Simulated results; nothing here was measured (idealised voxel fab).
The process module that follows is named voxel wiring stack.
205 nm wide, 5 nm square cells: that's cross-section cut.
We lay out every cross-section as a grid of square cells and spell it out in bands from the top down, where one band means one or more rows of cells. First you get the band's top height and its bottom height, in nm, and then the materials it's made of, left to right, with each width in nm. If you see a single material with "edge to edge", that one covers the band edge to edge. "air" is empty space. A quick word on heights: they are counted from 0, and under that level the wafer as it came to us is one material throughout. The lowest band is different from the rest in having no bottom; it simply continues downward, written as in "0 -> down". Graded width ("30 to 40"): value in top row of band = first number; value in bottom row = second number; row-to-row change constant. "remained the same" means the step left every cell of the cross-section as it was. The entry "Enclosed empty spaces" lists the empty spaces that cover at least 8 cells and have no open path to the top. Each is written as width x height at distance, where the distance is measured from the left edge and all three values are in nm. after a step's settings: what the simulator itself notes on the step. The line of a step may include "overlay nm". On a step with a mask, this value is how far to the right of its planned place the mask lay. A negative value means the mask lay to the left.
Process steps (planned)
1. RECEIVE (material Si)
2. CONFORMAL_DEP (material SiO2; thk nm 15)
3. DIRECTIONAL_DEP (material TiN; thk nm 5)
4. DIRECTIONAL_DEP (material W; thk nm 20)
5. DIRECTIONAL_DEP (material aC; thk nm 10)
6. PATTERN (tone cover; mask id METAL_1; material resist; width nm 20; pitch nm 35; thk nm 30; overlay nm 0)
7. DIRECTIONAL_ETCH (etch materials aC; depth nm 10)
8. STRIP (etch materials resist)
9. DIRECTIONAL_ETCH (etch materials W; depth nm 20)
10. DIRECTIONAL_ETCH (etch materials TiN; depth nm 5)
11. STRIP (etch materials aC)
12. CONFORMAL_DEP (material SiN; thk nm 5)
13. FILL_DEP (material SiO2; thk nm 5)
14. CMP (height nm 40)
15. CONFORMAL_DEP (material SiCN; thk nm 5)
16. DIRECTIONAL_DEP (material lowk; thk nm 30)
17. MASKED_ETCH (tone open; mask id METAL_2_HOLES; width nm 15; pitch nm 70; etch materials lowk; depth nm 30; overlay nm 0)
18. PATTERN (tone open; mask id METAL_2; material resist; width nm 20; pitch nm 35; thk nm 20; overlay nm 0)
19. DIRECTIONAL_ETCH (etch materials lowk; depth nm 15)
20. DIRECTIONAL_ETCH (etch materials SiCN; depth nm 5)
21. STRIP (etch materials resist)
22. CONFORMAL_DEP (material TiN; thk nm 5)
23. FILL_DEP (material Ru; thk nm 5)
24. CMP (height nm 75)
25. CONFORMAL_DEP (material SiCN; thk nm 5)
26. DIRECTIONAL_DEP (material SiO2; thk nm 35)
27. DIRECTIONAL_DEP (material aC; thk nm 15)
28. PATTERN (tone open; mask id METAL_3; material resist; width nm 20; pitch nm 35; thk nm 30; overlay nm 0)
29. DIRECTIONAL_ETCH (etch materials aC; depth nm 15)
30. STRIP (etch materials resist)
31. DIRECTIONAL_ETCH (etch materials SiO2; depth nm 20)
32. STRIP (etch materials aC)
33. MASKED_ETCH (tone open; mask id METAL_3_HOLES; width nm 15; pitch nm 70; etch materials SiO2; depth nm 15; overlay nm 0)
34. MASKED_ETCH (tone open; mask id METAL_3_HOLES; width nm 15; pitch nm 70; etch materials SiCN; depth nm 5; overlay nm 0)
35. CONFORMAL_DEP (material TiN; thk nm 5)
36. FILL_DEP (material Ru; thk nm 5)
37. CMP (height nm 115)
38. CONFORMAL_DEP (material SiCN; thk nm 5)
39. DIRECTIONAL_DEP (material SiO2; thk nm 35)
40. DIRECTIONAL_DEP (material aC; thk nm 10)
41. PATTERN (tone open; mask id METAL_4; material resist; width nm 20; pitch nm 35; thk nm 25; overlay nm 0)
42. DIRECTIONAL_ETCH (etch materials aC; depth nm 10)
43. STRIP (etch materials resist)
44. DIRECTIONAL_ETCH (etch materials SiO2; depth nm 20)
45. STRIP (etch materials aC)
46. PATTERN (tone open; mask id METAL_4_HOLES; material resist; width nm 15; pitch nm 70; thk nm 20; overlay nm 0)
47. DIRECTIONAL_ETCH (etch materials SiO2; depth nm 15)
48. DIRECTIONAL_ETCH (etch materials SiCN; depth nm 5)
49. STRIP (etch materials resist)
50. CONFORMAL_DEP (material TiN; thk nm 5)
51. FILL_DEP (material Cu; thk nm 10)
52. CMP (height nm 155)
53. CONFORMAL_DEP (material SiCN; thk nm 5)
It is noted that the wafers described herein are identical at the outset and are distinguished by the thk nm of step 25; the value stated in the plan corresponds to the first wafer.
As received, i.e. after step 1: cross-section through the first of several wafers
    0 -> down = Si edge to edge
    Enclosed empty spaces: none
Last step of the module is step 53; after it, the first of several wafers in cross-section
    160 -> 155 = SiCN edge to edge
    155 -> 140 = SiO2 40 nm, then TiN 5 nm, then Cu 10 nm, then TiN 5 nm, then SiO2 15 nm, then TiN 5 nm, then Cu 10 nm, then TiN 5 nm, then SiO2 15 nm, then TiN 5 nm, then Cu 10 nm, then TiN 5 nm, then SiO2 15 nm, then TiN 5 nm, then Cu 10 nm, then TiN 5 nm, then SiO2 40 nm
    140 -> 135 = SiO2 40 nm, then TiN 5 nm, then Cu 5 nm, then TiN 10 nm, then SiO2 15 nm, then TiN 20 nm, then SiO2 15 nm, then TiN 5 nm, then Cu 5 nm, then TiN 10 nm, then SiO2 15 nm, then TiN 20 nm, then SiO2 40 nm
    135 -> 120 = SiO2 40 nm, then TiN 5 nm, then Cu 5 nm, then TiN 5 nm, then SiO2 55 nm, then TiN 5 nm, then Cu 5 nm, then TiN 5 nm, then SiO2 80 nm
    120 -> 115 = SiCN 40 nm, then TiN 15 nm, then SiCN 55 nm, then TiN 15 nm, then SiCN 80 nm
    115 -> 100 = SiO2 40 nm, then TiN 5 nm, then Ru 10 nm, then TiN 5 nm, then SiO2 15 nm, then TiN 5 nm, then Ru 10 nm, then TiN 5 nm, then SiO2 15 nm, then TiN 5 nm, then Ru 10 nm, then TiN 5 nm, then SiO2 15 nm, then TiN 5 nm, then Ru 10 nm, then TiN 5 nm, then SiO2 40 nm
    100 -> 95 = SiO2 40 nm, then TiN 5 nm, then Ru 5 nm, then TiN 10 nm, then SiO2 15 nm, then TiN 20 nm, then SiO2 15 nm, then TiN 5 nm, then Ru 5 nm, then TiN 10 nm, then SiO2 15 nm, then TiN 20 nm, then SiO2 40 nm
    95 -> 80 = SiO2 40 nm, then TiN 5 nm, then Ru 5 nm, then TiN 5 nm, then SiO2 55 nm, then TiN 5 nm, then Ru 5 nm, then TiN 5 nm, then SiO2 80 nm
    80 -> 75 = SiCN 40 nm, then TiN 15 nm, then SiCN 55 nm, then TiN 15 nm, then SiCN 80 nm
    75 -> 65 = lowk 40 nm, then TiN 5 nm, then Ru 10 nm, then TiN 5 nm, then lowk 15 nm, then TiN 5 nm, then Ru 10 nm, then TiN 5 nm, then lowk 15 nm, then TiN 5 nm, then Ru 10 nm, then TiN 5 nm, then lowk 15 nm, then TiN 5 nm, then Ru 10 nm, then TiN 5 nm, then lowk 40 nm
    65 -> 60 = lowk 40 nm, then TiN 5 nm, then Ru 5 nm, then TiN 10 nm, then lowk 15 nm, then TiN 20 nm, then lowk 15 nm, then TiN 5 nm, then Ru 5 nm, then TiN 10 nm, then lowk 15 nm, then TiN 20 nm, then lowk 40 nm
    60 -> 45 = lowk 40 nm, then TiN 5 nm, then Ru 5 nm, then TiN 5 nm, then lowk 55 nm, then TiN 5 nm, then Ru 5 nm, then TiN 5 nm, then lowk 80 nm
    45 -> 40 = SiCN 40 nm, then TiN 15 nm, then SiCN 55 nm, then TiN 15 nm, then SiCN 80 nm
    40 -> 20 = SiO2 35 nm, then SiN 5 nm, then W 20 nm, then SiN 5 nm, then SiO2 5 nm, then SiN 5 nm, then W 20 nm, then SiN 5 nm, then SiO2 5 nm, then SiN 5 nm, then W 20 nm, then SiN 5 nm, then SiO2 5 nm, then SiN 5 nm, then W 20 nm, then SiN 5 nm, then SiO2 35 nm
    20 -> 15 = SiN 40 nm, then TiN 20 nm, then SiN 15 nm, then TiN 20 nm, then SiN 15 nm, then TiN 20 nm, then SiN 15 nm, then TiN 20 nm, then SiN 40 nm
    15 -> 0 = SiO2 edge to edge
    0 -> down = Si edge to edge
    Enclosed empty spaces: none
Sectional view of the last wafer upon completion of the module
    160 -> 155 = SiCN edge to edge
    155 -> 140 = SiO2 40 nm, then TiN 5 nm, then Cu 10 nm, then TiN 5 nm, then SiO2 15 nm, then TiN 5 nm, then Cu 10 nm, then TiN 5 nm, then SiO2 15 nm, then TiN 5 nm, then Cu 10 nm, then TiN 5 nm, then SiO2 15 nm, then TiN 5 nm, then Cu 10 nm, then TiN 5 nm, then SiO2 40 nm
    140 -> 135 = SiO2 40 nm, then TiN 5 nm, then Cu 5 nm, then TiN 10 nm, then SiO2 15 nm, then TiN 20 nm, then SiO2 15 nm, then TiN 5 nm, then Cu 5 nm, then TiN 10 nm, then SiO2 15 nm, then TiN 20 nm, then SiO2 40 nm
    135 -> 120 = SiO2 40 nm, then TiN 5 nm, then Cu 5 nm, then TiN 5 nm, then SiO2 55 nm, then TiN 5 nm, then Cu 5 nm, then TiN 5 nm, then SiO2 80 nm
    120 -> 115 = SiCN 40 nm, then TiN 15 nm, then SiCN 55 nm, then TiN 15 nm, then SiCN 80 nm
    115 -> 110 = SiO2 40 nm, then TiN 5 nm, then Ru 5 nm, then TiN 10 nm, then SiO2 15 nm, then TiN 20 nm, then SiO2 15 nm, then TiN 5 nm, then Ru 5 nm, then TiN 10 nm, then SiO2 15 nm, then TiN 20 nm, then SiO2 40 nm
    110 -> 95 = SiO2 40 nm, then TiN 5 nm, then Ru 5 nm, then TiN 5 nm, then SiO2 55 nm, then TiN 5 nm, then Ru 5 nm, then TiN 5 nm, then SiO2 80 nm
    95 -> 90 = SiCN 40 nm, then TiN 15 nm, then SiCN 55 nm, then TiN 15 nm, then SiCN 80 nm
    90 -> 75 = SiCN edge to edge
    75 -> 65 = lowk 40 nm, then TiN 5 nm, then Ru 10 nm, then TiN 5 nm, then lowk 15 nm, then TiN 5 nm, then Ru 10 nm, then TiN 5 nm, then lowk 15 nm, then TiN 5 nm, then Ru 10 nm, then TiN 5 nm, then lowk 15 nm, then TiN 5 nm, then Ru 10 nm, then TiN 5 nm, then lowk 40 nm
    65 -> 60 = lowk 40 nm, then TiN 5 nm, then Ru 5 nm, then TiN 10 nm, then lowk 15 nm, then TiN 20 nm, then lowk 15 nm, then TiN 5 nm, then Ru 5 nm, then TiN 10 nm, then lowk 15 nm, then TiN 20 nm, then lowk 40 nm
    60 -> 45 = lowk 40 nm, then TiN 5 nm, then Ru 5 nm, then TiN 5 nm, then lowk 55 nm, then TiN 5 nm, then Ru 5 nm, then TiN 5 nm, then lowk 80 nm
    45 -> 40 = SiCN 40 nm, then TiN 15 nm, then SiCN 55 nm, then TiN 15 nm, then SiCN 80 nm
    40 -> 20 = SiO2 35 nm, then SiN 5 nm, then W 20 nm, then SiN 5 nm, then SiO2 5 nm, then SiN 5 nm, then W 20 nm, then SiN 5 nm, then SiO2 5 nm, then SiN 5 nm, then W 20 nm, then SiN 5 nm, then SiO2 5 nm, then SiN 5 nm, then W 20 nm, then SiN 5 nm, then SiO2 35 nm
    20 -> 15 = SiN 40 nm, then TiN 20 nm, then SiN 15 nm, then TiN 20 nm, then SiN 15 nm, then TiN 20 nm, then SiN 15 nm, then TiN 20 nm, then SiN 40 nm
    15 -> 0 = SiO2 edge to edge
    0 -> down = Si edge to edge
    Enclosed empty spaces: none
Row per wafer, end-of-module: cell gain (+)/loss (-) by material since the wafer came in, then closed voids
thk nm 5, +32 Cu, +56 Ru, +146 SiCN, +57 SiN, +601 SiO2, +176 TiN, +64 W, +180 lowk, Enclosed empty spaces: none
thk nm 10, +32 Cu, +48 Ru, +187 SiCN, +57 SiN, +576 SiO2, +168 TiN, +64 W, +180 lowk, Enclosed empty spaces: none
thk nm 15, +32 Cu, +40 Ru, +228 SiCN, +57 SiN, +551 SiO2, +160 TiN, +64 W, +180 lowk, Enclosed empty spaces: none
thk nm 20, +32 Cu, +32 Ru, +269 SiCN, +57 SiN, +526 SiO2, +152 TiN, +64 W, +180 lowk, Enclosed empty spaces: none
